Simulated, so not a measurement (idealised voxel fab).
Process module under the name voxel self aligned contacts
Displayed cross-section: cut, width of 205 nm, square cells sized 5 nm.
In what follows, cross-sections appear as grids of square cells, described through bands that run from the top down, where every band is one or more rows of cells. The entry gives the band's vertical extent as a top height and a bottom height in nm, then its horizontal make-up as materials from left to right, each with a width in nm. "blank" stands for empty space; a single material marked "throughout" fills the band edge to edge. Counting heights begins at 0, where everything beneath is, in the wafer as received, one material. The lowest band has no bottom; it goes on downwards, as "0..down" shows. Width "30->40": first value at the band's top row of cells, second value at its bottom row, equal change from row to row. Basically "left unchanged" means that step didn't change any cell in the cross-section. Entry "Cavities, closed". Content: empty spaces with no open connection to the top, size 8 cells or greater. Each: width x height at distance. Distance: from left edge. Unit: nm. Text after the settings on a step's line: the simulator's own remark on that step. The "overlay nm" setting may appear on a step's line; for a step that uses a mask, it gives how far to the right of its planned position the mask lay, and a negative value indicates the left.
**Planned process steps**
1,RECEIVE, material Si
2,OXIDIZE, depth nm 5
3,DIRECTIONAL_DEP, material polySi, thk nm 30
4,DIRECTIONAL_DEP, material SiN, thk nm 20
5,MASKED_ETCH, tone cover, mask id GATE, width nm 25, pitch nm 60, etch materials SiN, depth nm 20, overlay nm 0
6,MASKED_ETCH, tone cover, mask id GATE, width nm 25, pitch nm 60, etch materials polySi, depth nm 30, overlay nm 0
7,CONFORMAL_DEP, material SiN, thk nm 5
8,DIRECTIONAL_ETCH, etch materials SiN, depth nm 5
9,FILL_DEP, material SiO2, thk nm 20
10,CMP, height nm 60
11,PATTERN, tone open, mask id CONTACT, material resist, width nm 45, thk nm 20, overlay nm 0
12,DIRECTIONAL_ETCH, etch materials SiO2, depth nm 65
13,STRIP, etch materials resist
14,CONFORMAL_DEP, material TiN, thk nm 5
15,FILL_DEP, material W, thk nm 5
16,CMP, height nm 60
17,CONFORMAL_DEP, material SiN, thk nm 5
**Cross-section of the wafer as it came to us, i.e., already through step 1**
* 0..down  Si throughout
* Cavities, closed: none
**Same starting wafer, same plan as above, one mistake in the execution; this is the cross-section at the end of the module**
* 65..60  SiN throughout
* 60..50  80 nm SiO2 | 5 nm TiN | 35->15 nm W | 5->25 nm TiN | 80 nm SiO2
* 50..35  45 nm SiO2 | 35 nm SiN | 5 nm TiN | 15 nm W | 5 nm TiN | 35 nm SiN | 65 nm SiO2
* 35..30  45 nm SiO2 | 35 nm SiN | 15 nm TiN | 5 nm W | 5 nm TiN | 35 nm SiN | 65 nm SiO2
* 30..0  45 nm SiO2 | 5 nm SiN | 35 nm polySi | 5 nm SiN | 5 nm TiN | 5 nm W | 5 nm TiN | 5 nm SiN | 35 nm polySi | 5 nm SiN | 55 nm SiO2
* 0..-5  90 nm SiO2 | 15 nm TiN | 100 nm SiO2
* -5..down  Si throughout
* Cavities, closed: none
Where did the run depart from the plan? planned and actual differ for step 5; actual: MASKED_ETCH, tone cover, mask id GATE, width nm 25, pitch nm 60, etch materials SiN, depth nm 20, overlay nm -10
